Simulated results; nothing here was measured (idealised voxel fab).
Process module heading - voxel gate over fins
290 nm wide, 5 nm square cells: that's cross-section cut.
We lay out every cross-section as a grid of square cells and spell it out in bands from the top down, where one band means one or more rows of cells.
Band: top and bottom heights (nm) first, top before bottom; then materials from left to right, widths in nm. "edge to edge" marks a sole material filling the band edge to edge. "blank" denotes empty space.
All heights in this document are referenced to 0, defined as the level beneath which the wafer, as received, consists entirely of one material. The lowest band is not bounded below; it extends indefinitely downward and is written in the form "0 down".
Graded width ("30->40"): value in top row of band = first number; value in bottom row = second number; row-to-row change constant.
"no change" after a step means that no cell of the cross-section changed.
Entry "Sealed voids" = empty spaces >= 8 cells with no open way to the top; each as width x height at distance, distance from left edge, all nm.
Post-settings text on a step line: simulator's own remark regarding the step.
The "overlay nm" setting may appear on a step's line; for a step that uses a mask, it gives how far to the right of its planned position the mask lay, and a negative value indicates the left.
## Here's what the planned process steps look like
1 RECEIVE (material Si)
2 CONFORMAL_DEP (material SiN; thk nm 5)
3 DIRECTIONAL_DEP (material aC; thk nm 15)
4 PATTERN (tone cover; mask id FINS; material resist; width nm 15; pitch nm 60; thk nm 35; overlay nm 0)
5 DIRECTIONAL_ETCH (etch materials aC; depth nm 15)
6 STRIP (etch materials resist)
7 DIRECTIONAL_ETCH (etch materials SiN; depth nm 5)
8 DIRECTIONAL_ETCH (etch materials Si; depth nm 40)
9 STRIP (etch materials aC)
10 FILL_DEP (material SiO2; thk nm 15)
11 CMP (height nm 5)
12 PATTERN (tone open; mask id RAIL; material resist; width nm 15; thk nm 15; overlay nm 0)
13 DIRECTIONAL_ETCH (etch materials SiO2; depth nm 40)
14 STRIP (etch materials resist)
15 CONFORMAL_DEP (material TiN; thk nm 5)
16 FILL_DEP (material W; thk nm 5)
17 CMP (height nm 5)
18 SELECTIVE_ETCH (etch materials W Ru TiN; depth nm 20)
19 FILL_DEP (material SiO2; thk nm 5)
20 CMP (height nm 5)
21 SELECTIVE_ETCH (etch materials SiO2; depth nm 15)
22 STRIP (etch materials SiN)
23 CONFORMAL_DEP (material HfO2; thk nm 5)
24 CONFORMAL_DEP (material TiN; thk nm 5)
25 FILL_DEP (material W; thk nm 15)
26 CMP (height nm 20)
27 CONFORMAL_DEP (material SiCN; thk nm 10)
## Cross-section: wafer on arrival = after step 1
	0 down = Si edge to edge
	Sealed voids: none
## End-of-module cross-section of the first of two wafers, processed as planned
	30 to 20 = SiCN edge to edge
	20 to 10 = W edge to edge
	10 to 5 = W 35 nm | TiN 35 nm | W 25 nm | TiN 35 nm | W 25 nm | TiN 35 nm | W 25 nm | TiN 35 nm | W 40 nm
	5 to 0 = W 35 nm | TiN 5 nm | HfO2 25 nm | TiN 5 nm | W 25 nm | TiN 5 nm | HfO2 25 nm | TiN 5 nm | W 25 nm | TiN 5 nm | HfO2 25 nm | TiN 5 nm | W 25 nm | TiN 5 nm | HfO2 25 nm | TiN 5 nm | W 40 nm
	0 to -5 = TiN 40 nm | HfO2 5 nm | Si 15 nm | HfO2 5 nm | TiN 35 nm | HfO2 5 nm | Si 15 nm | HfO2 5 nm | TiN 35 nm | HfO2 5 nm | Si 15 nm | HfO2 5 nm | TiN 35 nm | HfO2 5 nm | Si 15 nm | HfO2 5 nm | TiN 45 nm
	-5 to -10 = HfO2 45 nm | Si 15 nm | HfO2 45 nm | Si 15 nm | HfO2 45 nm | Si 15 nm | HfO2 45 nm | Si 15 nm | HfO2 50 nm
	-10 to -15 = SiO2 45 nm | Si 15 nm | SiO2 45 nm | Si 15 nm | SiO2 45 nm | Si 15 nm | SiO2 45 nm | Si 15 nm | SiO2 50 nm
	-15 to -30 = SiO2 45 nm | Si 15 nm | SiO2 15 nm | TiN 5 nm | W 5 nm | TiN 5 nm | SiO2 15 nm | Si 15 nm | SiO2 45 nm | Si 15 nm | SiO2 45 nm | Si 15 nm | SiO2 50 nm
	-30 to -35 = SiO2 45 nm | Si 15 nm | SiO2 15 nm | TiN 15 nm | SiO2 15 nm | Si 15 nm | SiO2 45 nm | Si 15 nm | SiO2 45 nm | Si 15 nm | SiO2 50 nm
	-35 to -40 = SiO2 45 nm | Si 15 nm | SiO2 45 nm | Si 15 nm | SiO2 45 nm | Si 15 nm | SiO2 45 nm | Si 15 nm | SiO2 50 nm
	-40 down = Si edge to edge
	Sealed voids: none
## Module end: cross-section of wafer two of two. Same start and process plan as the first wafer. One mistake during execution
	30 to 20 = SiCN edge to edge
	20 to 10 = W edge to edge
	10 to 5 = W 35 nm | TiN 35 nm | W 25 nm | TiN 35 nm | W 25 nm | TiN 35 nm | W 25 nm | TiN 35 nm | W 40 nm
	5 to 0 = W 35 nm | TiN 5 nm | HfO2 25 nm | TiN 5 nm | W 25 nm | TiN 5 nm | HfO2 25 nm | TiN 5 nm | W 25 nm | TiN 5 nm | HfO2 25 nm | TiN 5 nm | W 25 nm | TiN 5 nm | HfO2 25 nm | TiN 5 nm | W 40 nm
	0 to -5 = TiN 40 nm | HfO2 5 nm | Si 15 nm | HfO2 5 nm | TiN 35 nm | HfO2 5 nm | Si 15 nm | HfO2 5 nm | TiN 35 nm | HfO2 5 nm | Si 15 nm | HfO2 5 nm | TiN 35 nm | HfO2 5 nm | Si 15 nm | HfO2 5 nm | TiN 45 nm
	-5 to -10 = HfO2 35 nm | TiN 5 nm | HfO2 5 nm | Si 15 nm | HfO2 5 nm | TiN 5 nm | HfO2 25 nm | TiN 5 nm | HfO2 5 nm | Si 15 nm | HfO2 5 nm | TiN 5 nm | HfO2 25 nm | TiN 5 nm | HfO2 5 nm | Si 15 nm | HfO2 5 nm | TiN 5 nm | HfO2 25 nm | TiN 5 nm | HfO2 5 nm | Si 15 nm | HfO2 5 nm | TiN 5 nm | HfO2 40 nm
	-10 to -15 = SiO2 30 nm | HfO2 15 nm | Si 15 nm | HfO2 15 nm | SiO2 15 nm | HfO2 15 nm | Si 15 nm | HfO2 15 nm | SiO2 15 nm | HfO2 15 nm | Si 15 nm | HfO2 15 nm | SiO2 15 nm | HfO2 15 nm | Si 15 nm | HfO2 15 nm | SiO2 35 nm
	-15 to -30 = SiO2 45 nm | Si 15 nm | SiO2 15 nm | TiN 5 nm | W 5 nm | TiN 5 nm | SiO2 15 nm | Si 15 nm | SiO2 45 nm | Si 15 nm | SiO2 45 nm | Si 15 nm | SiO2 50 nm
	-30 to -35 = SiO2 45 nm | Si 15 nm | SiO2 15 nm | TiN 15 nm | SiO2 15 nm | Si 15 nm | SiO2 45 nm | Si 15 nm | SiO2 45 nm | Si 15 nm | SiO2 50 nm
	-35 to -40 = SiO2 45 nm | Si 15 nm | SiO2 45 nm | Si 15 nm | SiO2 45 nm | Si 15 nm | SiO2 45 nm | Si 15 nm | SiO2 50 nm
	-40 down = Si edge to edge
	Sealed voids: none
The mistake made against the process plan was this: the processing plan was not followed for steps 21 and 22, which were run with their positions exchanged
Per the end-of-run cell counts, the second wafer holds more or fewer of some materials than the first: 16 more of HfO2; 24 fewer of SiO2; 8 more of TiN
